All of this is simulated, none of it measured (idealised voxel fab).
The document below concerns the process module designated voxel transistor to metal.
Square cells of 5 nm make up the cross-section cut, whose width is 140 nm.
A cross-section is a grid of square cells, given in bands from the top down. A band is one or more rows of cells.
Band: top and bottom heights (nm) first, top before bottom; then materials from left to right, widths in nm. "everywhere" marks a sole material filling the band edge to edge. "air" denotes empty space.
Note: height 0 marks the level under which the wafer is uniformly one material as received. Lowest band unbounded below, written "0 -> down".
Per-row width for "30->40": begins at first number (top row of band), ends at second number (bottom row), increment between rows held constant.
Where the words "no alterations made" appear for a step, the cross-section shows no cell changed by that step; every cell remained as before.
Look at "Enclosed void listing" for the closed voids: empty spaces with no open path to the top, sized 8 cells or up. Each is width x height at distance, distance from the left edge, all nm.
The remark found on a step's line after its settings is issued by the simulator itself and pertains to that step.
If you see "overlay nm" on a step's line and that step has a mask, it's telling you how far right of where it was planned the mask ended up; a negative number means it went left instead.
Below is the list of planned process steps:
- 1: RECEIVE | material Si
- 2: OXIDIZE | depth nm 5
- 3: CONFORMAL_DEP | material SiN | thk nm 15
- 4: PATTERN | tone cover | mask id ACTIVE | material resist | width nm 100 | thk nm 15 | overlay nm 0
- 5: DIRECTIONAL_ETCH | etch materials SiN | depth nm 15
- 6: DIRECTIONAL_ETCH | etch materials SiO2 | depth nm 5
- 7: DIRECTIONAL_ETCH | etch materials Si | depth nm 30
- 8: STRIP | etch materials resist
- 9: OXIDIZE | depth nm 5
- 10: FILL_DEP | material SiO2 | thk nm 10
- 11: CMP | height nm 15
- 12: SELECTIVE_ETCH | etch materials SiO2 | depth nm 5
- 13: STRIP | etch materials SiN
- 14: SELECTIVE_ETCH | etch materials SiO2 | depth nm 5
- 15: OXIDIZE | depth nm 5
- 16: DIRECTIONAL_DEP | material polySi | thk nm 20
- 17: DIRECTIONAL_DEP | material SiCN | thk nm 15
- 18: DIRECTIONAL_DEP | material aC | thk nm 15
- 19: PATTERN | tone cover | mask id GATE | material resist | width nm 20 | thk nm 35 | overlay nm 0
- 20: DIRECTIONAL_ETCH | etch materials aC | depth nm 15
- 21: STRIP | etch materials resist
- 22: DIRECTIONAL_ETCH | etch materials SiCN | depth nm 25
- 23: DIRECTIONAL_ETCH | etch materials polySi | depth nm 30
- 24: STRIP | etch materials aC
- 25: CONFORMAL_DEP | material SiN | thk nm 10
- 26: DIRECTIONAL_ETCH | etch materials SiN | depth nm 10
- 27: DIRECTIONAL_ETCH | etch materials SiO2 | depth nm 5
- 28: DIRECTIONAL_ETCH | etch materials Si | depth nm 15
- 29: EPI | material nSi | thk nm 15
- 30: FILL_DEP | material SiO2 | thk nm 10
- 31: CMP | height nm 30
- 32: DIRECTIONAL_DEP | material SiO2 | thk nm 10
- 33: DIRECTIONAL_DEP | material aC | thk nm 15
- 34: PATTERN | tone open | mask id CONTACT | material resist | width nm 25 | pitch nm 55 | thk nm 35 | overlay nm 0
- 35: DIRECTIONAL_ETCH | etch materials aC | depth nm 15
- 36: STRIP | etch materials resist
- 37: DIRECTIONAL_ETCH | etch materials SiO2 | depth nm 50
- 38: STRIP | etch materials aC
- 39: CONFORMAL_DEP | material TiN | thk nm 5
- 40: FILL_DEP | material W | thk nm 10
- 41: CMP | height nm 40
- 42: CONFORMAL_DEP | material SiN | thk nm 5
- 43: DIRECTIONAL_DEP | material SiO2 | thk nm 25
- 44: MASKED_ETCH | tone open | mask id METAL_1 | width nm 15 | pitch nm 65 | etch materials SiO2 | depth nm 25 | overlay nm 0
- 45: MASKED_ETCH | tone open | mask id METAL_1 | width nm 15 | pitch nm 65 | etch materials SiN | depth nm 5 | overlay nm 0
- 46: CONFORMAL_DEP | material TiN | thk nm 5
- 47: FILL_DEP | material Ru | thk nm 10
- 48: CMP | height nm 70
- 49: CONFORMAL_DEP | material SiCN | thk nm 5
- 50: DIRECTIONAL_DEP | material lowk | thk nm 25
- 51: PATTERN | tone open | mask id METAL_2 | material resist | width nm 15 | pitch nm 65 | thk nm 15 | overlay nm 0
- 52: DIRECTIONAL_ETCH | etch materials lowk | depth nm 15
- 53: STRIP | etch materials resist
- 54: PATTERN | tone open | mask id METAL_2_HOLES | material resist | width nm 15 | pitch nm 65 | thk nm 20 | overlay nm 0
- 55: DIRECTIONAL_ETCH | etch materials lowk | depth nm 10
- 56: DIRECTIONAL_ETCH | etch materials SiCN | depth nm 5
- 57: STRIP | etch materials resist
- 58: CONFORMAL_DEP | material TiN | thk nm 5
- 59: FILL_DEP | material Cu | thk nm 10
- 60: CMP | height nm 100
- 61: CONFORMAL_DEP | material SiN | thk nm 5
Shown in cross-section is the wafer as received, that is, as it stands after step 1:
0 -> down: Si everywhere
Enclosed void listing: none
Same starting wafer, same plan as above, one mistake in the execution; this is the cross-section at the end of the module:
105 -> 100: SiN everywhere
100 -> 80: 30 nm lowk / 5 nm TiN / 5 nm Cu / 5 nm TiN / 50 nm lowk / 5 nm TiN / 5 nm Cu / 5 nm TiN / 30 nm lowk
80 -> 75: 30 nm lowk / 15 nm TiN / 50 nm lowk / 15 nm TiN / 30 nm lowk
75 -> 70: TiN everywhere
70 -> 45: 30 nm SiO2 / 5 nm TiN / 5 nm Ru / 5 nm TiN / 50 nm SiO2 / 5 nm TiN / 5 nm Ru / 5 nm TiN / 30 nm SiO2
45 -> 40: 30 nm SiN / 15 nm TiN / 50 nm SiN / 15 nm TiN / 30 nm SiN
40 -> 30: 30 nm SiO2 / 5 nm TiN / 15->10 nm W / 5->10 nm TiN / 30 nm SiO2 / 5->10 nm TiN / 15->10 nm W / 5 nm TiN / 30 nm SiO2
30 -> 15: 30 nm SiO2 / 5 nm TiN / 10 nm W / 5 nm TiN / 10 nm SiN / 20 nm SiCN / 10 nm SiN / 5 nm TiN / 10 nm W / 5 nm TiN / 30 nm SiO2
15 -> 10: 30 nm SiO2 / 5 nm TiN / 10 nm W / 5 nm TiN / 10 nm SiN / 20 nm polySi / 10 nm SiN / 5 nm TiN / 10 nm W / 5 nm TiN / 30 nm SiO2
10 -> 5: 30 nm SiO2 / 20 nm TiN / 10 nm SiN / 20 nm polySi / 10 nm SiN / 20 nm TiN / 30 nm SiO2
5 -> -5: 15 nm SiO2 / 10 nm SiN / 5 nm SiO2 / 5 nm TiN / 15 nm nSi / 10 nm SiN / 20 nm polySi / 10 nm SiN / 15 nm nSi / 5 nm TiN / 5 nm SiO2 / 10 nm SiN / 15 nm SiO2
-5 -> -10: 30 nm SiO2 / 5 nm TiN / 15 nm nSi / 40 nm SiO2 / 15 nm nSi / 5 nm TiN / 30 nm SiO2
-10 -> -25: 25 nm SiO2 / 25 nm nSi / 40 nm Si / 25 nm nSi / 25 nm SiO2
-25 -> -40: 25 nm SiO2 / 90 nm Si / 25 nm SiO2
-40 -> down: Si everywhere
Enclosed void listing: none
What broke from the plan during processing? step 49 changed vs plan, executed as CONFORMAL_DEP | material TiN | thk nm 5
